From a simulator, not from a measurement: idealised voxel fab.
process module | voxel tone inversion
cross-section cut | 160 nm wide | cells 5 nm
A cross-section is a grid of square cells, given in bands from the top down. A band is one or more rows of cells.
Each band's line starts with the height of the band's top and of its bottom, in nm. Then come its materials from left to right, each with its width in nm. One material with "throughout" fills the band from edge to edge. "air" is empty space.
Height 0 is the level under which the wafer as received is all one material. The lowest band goes on downwards, as in "0 down".
A width such as "30 to 40" changes by the same amount from each row of cells to the next, from the band's top row to its bottom row.
"no change" after a step means that no cell of the cross-section changed.
closed voids: empty space of 8 cells or more with no open way to the top, each as width x height at its distance from the left edge, in nm
after a step's settings: what the simulator itself notes on the step
overlay nm, on a step with a mask: how far to the right of its planned place the mask lay; to the left if negative
Each pair below shows a cross-section before one step and the cross-section after it, down to the lowest band that changed. The line under each pair gives the step between them, with its settings. The pairs can come from different runs of this module on the same starting wafer, so a pair continues from the pair above only where its "before" says so.
before
  0 down: Si throughout
  closed voids: none
after
  5 to 0: SiCN throughout
  below 0: unchanged
  closed voids: none
the step between: op CONFORMAL_DEP | material SiCN | thk nm 5
before: the cross-section after the pair above
after
  20 to 5: aC throughout
  below 5: unchanged
  closed voids: none
the step between: op DIRECTIONAL_DEP | material aC | thk nm 15
before: the cross-section after the pair above
after
  45 to 20: air 15 | resist 20 | air 15 | resist 20 | air 15 | resist 20 | air 15 | resist 20 | air 20
  below 20: unchanged
  closed voids: none
the step between: op PATTERN | tone cover | mask id POSTS | material resist | width nm 20 | pitch nm 35 | thk nm 25 | overlay nm 0
before: the cross-section after the pair above
after
  30 to 20: air 15 | resist 20 | air 15 | resist 20 | air 15 | resist 20 | air 15 | resist 20 | air 20
  20 to 5: air 15 | aC 20 | air 15 | aC 20 | air 15 | aC 20 | air 15 | aC 20 | air 20
  below 5: unchanged
  closed voids: none
the step between: op DIRECTIONAL_ETCH | etch materials aC | depth nm 15
before: the cross-section after the pair above
after
  20 to 5: air 15 | aC 20 | air 15 | aC 20 | air 15 | aC 20 | air 15 | aC 20 | air 20
  below 5: unchanged
  closed voids: none
the step between: op STRIP | etch materials resist
before: the cross-section after the pair above
after
  30 to 20: SiO2 throughout
  20 to 5: SiO2 15 | aC 20 | SiO2 15 | aC 20 | SiO2 15 | aC 20 | SiO2 15 | aC 20 | SiO2 20
  below 5: unchanged
  closed voids: none
the step between: op FILL_DEP | material SiO2 | thk nm 10
before: the cross-section after the pair above
after
  20 to 5: SiO2 15 | aC 20 | SiO2 15 | aC 20 | SiO2 15 | aC 20 | SiO2 15 | aC 20 | SiO2 20
  below 5: unchanged
  closed voids: none
the step between: op CMP | height nm 20
before: the cross-section after the pair above
after
  20 to 5: SiO2 15 | air 20 | SiO2 15 | air 20 | SiO2 15 | air 20 | SiO2 15 | air 20 | SiO2 20
  below 5: unchanged
  closed voids: none
the step between: op STRIP | etch materials aC
before
  0 down: Si throughout
  closed voids: none
after
  15 to 0: aC throughout
  below 0: unchanged
  closed voids: none
the step between: op DIRECTIONAL_DEP | material aC | thk nm 15
before: the cross-section after the pair above
after
  40 to 15: air 15 | resist 20 | air 15 | resist 20 | air 15 | resist 20 | air 15 | resist 20 | air 20
  below 15: unchanged
  closed voids: none
the step between: op PATTERN | tone cover | mask id POSTS | material resist | width nm 20 | pitch nm 35 | thk nm 25 | overlay nm 0
before: the cross-section after the pair above
after
  25 to 15: air 15 | resist 20 | air 15 | resist 20 | air 15 | resist 20 | air 15 | resist 20 | air 20
  15 to 0: air 15 | aC 20 | air 15 | aC 20 | air 15 | aC 20 | air 15 | aC 20 | air 20
  below 0: unchanged
  closed voids: none
the step between: op DIRECTIONAL_ETCH | etch materials aC | depth nm 15
before: the cross-section after the pair above
after
  15 to 0: air 15 | aC 20 | air 15 | aC 20 | air 15 | aC 20 | air 15 | aC 20 | air 20
  below 0: unchanged
  closed voids: none
the step between: op STRIP | etch materials resist
before: the cross-section after the pair above
after
  25 to 15: SiO2 throughout
  15 to 0: SiO2 15 | aC 20 | SiO2 15 | aC 20 | SiO2 15 | aC 20 | SiO2 15 | aC 20 | SiO2 20
  below 0: unchanged
  closed voids: none
the step between: op FILL_DEP | material SiO2 | thk nm 10
before: the cross-section after the pair above
after
  20 to 15: SiO2 throughout
  below 15: unchanged
  closed voids: none
the step between: op CMP | height nm 20
before
  15 to 0: aC throughout
  0 down: Si throughout
  closed voids: none
after
  20 to 15: SiCN throughout
  below 15: unchanged
  closed voids: none
the step between: op CONFORMAL_DEP | material SiCN | thk nm 5
before: the cross-section after the pair above
after
  45 to 20: air 15 | resist 20 | air 15 | resist 20 | air 15 | resist 20 | air 15 | resist 20 | air 20
  below 20: unchanged
  closed voids: none
the step between: op PATTERN | tone cover | mask id POSTS | material resist | width nm 20 | pitch nm 35 | thk nm 25 | overlay nm 0
before: the cross-section after the pair above
after
  30 to 20: air 15 | resist 20 | air 15 | resist 20 | air 15 | resist 20 | air 15 | resist 20 | air 20
  below 20: unchanged
  closed voids: none
the step between: op DIRECTIONAL_ETCH | etch materials aC | depth nm 15
before: the cross-section after the pair above
after
  20 to 15: SiCN throughout
  below 15: unchanged
  closed voids: none
the step between: op STRIP | etch materials resist
before: the cross-section after the pair above
after
  30 to 20: SiO2 throughout
  below 20: unchanged
  closed voids: none
the step between: op FILL_DEP | material SiO2 | thk nm 10
before: the cross-section after the pair above
after
  20 to 15: SiCN throughout
  below 15: unchanged
  closed voids: none
the step between: op CMP | height nm 20
before
  30 to 20: SiO2 throughout
  20 to 5: SiO2 15 | aC 20 | SiO2 15 | aC 20 | SiO2 15 | aC 20 | SiO2 15 | aC 20 | SiO2 20
  5 to 0: SiCN throughout
  0 down: Si throughout
  closed voids: none
after
  10 to 5: SiO2 15 | aC 20 | SiO2 15 | aC 20 | SiO2 15 | aC 20 | SiO2 15 | aC 20 | SiO2 20
  below 5: unchanged
  closed voids: none
the step between: op CMP | height nm 10
before: the cross-section after the pair above
after
  10 to 5: SiO2 15 | air 20 | SiO2 15 | air 20 | SiO2 15 | air 20 | SiO2 15 | air 20 | SiO2 20
  below 5: unchanged
  closed voids: none
the step between: op STRIP | etch materials aC
before
  20 to 5: aC throughout
  5 to 0: SiCN throughout
  0 down: Si throughout
  closed voids: none
after
  45 to 20: air 20 | resist 15 | air 20 | resist 15 | air 20 | resist 15 | air 20 | resist 15 | air 20
  below 20: unchanged
  closed voids: none
the step between: op PATTERN | tone cover | mask id POSTS | material resist | width nm 15 | pitch nm 35 | thk nm 25 | overlay nm 0
before: the cross-section after the pair above
after
  30 to 20: air 20 | resist 15 | air 20 | resist 15 | air 20 | resist 15 | air 20 | resist 15 | air 20
  20 to 5: air 20 | aC 15 | air 20 | aC 15 | air 20 | aC 15 | air 20 | aC 15 | air 20
  below 5: unchanged
  closed voids: none
the step between: op DIRECTIONAL_ETCH | etch materials aC | depth nm 15
before: the cross-section after the pair above
after
  20 to 5: air 20 | aC 15 | air 20 | aC 15 | air 20 | aC 15 | air 20 | aC 15 | air 20
  below 5: unchanged
  closed voids: none
the step between: op STRIP | etch materials resist
before: the cross-section after the pair above
after
  30 to 20: SiO2 throughout
  20 to 5: SiO2 20 | aC 15 | SiO2 20 | aC 15 | SiO2 20 | aC 15 | SiO2 20 | aC 15 | SiO2 20
  below 5: unchanged
  closed voids: none
the step between: op FILL_DEP | material SiO2 | thk nm 10
before: the cross-section after the pair above
after
  20 to 5: SiO2 20 | aC 15 | SiO2 20 | aC 15 | SiO2 20 | aC 15 | SiO2 20 | aC 15 | SiO2 20
  below 5: unchanged
  closed voids: none
the step between: op CMP | height nm 20
before: the cross-section after the pair above
after
  20 to 5: SiO2 20 | air 15 | SiO2 20 | air 15 | SiO2 20 | air 15 | SiO2 20 | air 15 | SiO2 20
  below 5: unchanged
  closed voids: none
the step between: op STRIP | etch materials aC
before
  20 to 5: aC throughout
  5 to 0: SiCN throughout
  0 down: Si throughout
  closed voids: none
after
  45 to 20: air 20 | resist 20 | air 15 | resist 20 | air 15 | resist 20 | air 15 | resist 20 | air 15
  below 20: unchanged
  closed voids: none
the step between: op PATTERN | tone cover | mask id POSTS | material resist | width nm 20 | pitch nm 35 | thk nm 25 | overlay nm 5
before: the cross-section after the pair above
after
  30 to 20: air 20 | resist 20 | air 15 | resist 20 | air 15 | resist 20 | air 15 | resist 20 | air 15
  20 to 5: air 20 | aC 20 | air 15 | aC 20 | air 15 | aC 20 | air 15 | aC 20 | air 15
  below 5: unchanged
  closed voids: none
the step between: op DIRECTIONAL_ETCH | etch materials aC | depth nm 15
before: the cross-section after the pair above
after
  20 to 5: air 20 | aC 20 | air 15 | aC 20 | air 15 | aC 20 | air 15 | aC 20 | air 15
  below 5: unchanged
  closed voids: none
the step between: op STRIP | etch materials resist
before: the cross-section after the pair above
after
  30 to 20: SiO2 throughout
  20 to 5: SiO2 20 | aC 20 | SiO2 15 | aC 20 | SiO2 15 | aC 20 | SiO2 15 | aC 20 | SiO2 15
  below 5: unchanged
  closed voids: none
the step between: op FILL_DEP | material SiO2 | thk nm 10
before: the cross-section after the pair above
after
  20 to 5: SiO2 20 | aC 20 | SiO2 15 | aC 20 | SiO2 15 | aC 20 | SiO2 15 | aC 20 | SiO2 15
  below 5: unchanged
  closed voids: none
the step between: op CMP | height nm 20
before: the cross-section after the pair above
after
  20 to 5: SiO2 20 | air 20 | SiO2 15 | air 20 | SiO2 15 | air 20 | SiO2 15 | air 20 | SiO2 15
  below 5: unchanged
  closed voids: none
the step between: op STRIP | etch materials aC
before
  20 to 5: SiO2 15 | aC 20 | SiO2 15 | aC 20 | SiO2 15 | aC 20 | SiO2 15 | aC 20 | SiO2 20
  5 to 0: SiCN throughout
  0 down: Si throughout
  closed voids: none
after
  20 to 5: air 15 | aC 20 | air 15 | aC 20 | air 15 | aC 20 | air 15 | aC 20 | air 20
  below 5: unchanged
  closed voids: none
the step between: op STRIP | etch materials SiO2
before
  20 to 5: aC throughout
  5 to 0: SiCN throughout
  0 down: Si throughout
  closed voids: none
after
  45 to 20: resist 15 | air 20 | resist 15 | air 20 | resist 15 | air 20 | resist 15 | air 20 | resist 20
  below 20: unchanged
  closed voids: none
the step between: op PATTERN | tone open | mask id POSTS | material resist | width nm 20 | pitch nm 35 | thk nm 25 | overlay nm 0
before: the cross-section after the pair above
after
  30 to 20: resist 15 | air 20 | resist 15 | air 20 | resist 15 | air 20 | resist 15 | air 20 | resist 20
  20 to 5: aC 15 | air 20 | aC 15 | air 20 | aC 15 | air 20 | aC 15 | air 20 | aC 20
  below 5: unchanged
  closed voids: none
the step between: op DIRECTIONAL_ETCH | etch materials aC | depth nm 15
before: the cross-section after the pair above
after
  20 to 5: aC 15 | air 20 | aC 15 | air 20 | aC 15 | air 20 | aC 15 | air 20 | aC 20
  below 5: unchanged
  closed voids: none
the step between: op STRIP | etch materials resist
before: the cross-section after the pair above
after
  30 to 20: SiO2 throughout
  20 to 5: aC 15 | SiO2 20 | aC 15 | SiO2 20 | aC 15 | SiO2 20 | aC 15 | SiO2 20 | aC 20
  below 5: unchanged
  closed voids: none
the step between: op FILL_DEP | material SiO2 | thk nm 10
before: the cross-section after the pair above
after
  20 to 5: aC 15 | SiO2 20 | aC 15 | SiO2 20 | aC 15 | SiO2 20 | aC 15 | SiO2 20 | aC 20
  below 5: unchanged
  closed voids: none
the step between: op CMP | height nm 20
before: the cross-section after the pair above
after
  20 to 5: air 15 | SiO2 20 | air 15 | SiO2 20 | air 15 | SiO2 20 | air 15 | SiO2 20 | air 20
  below 5: unchanged
  closed voids: none
the step between: op STRIP | etch materials aC
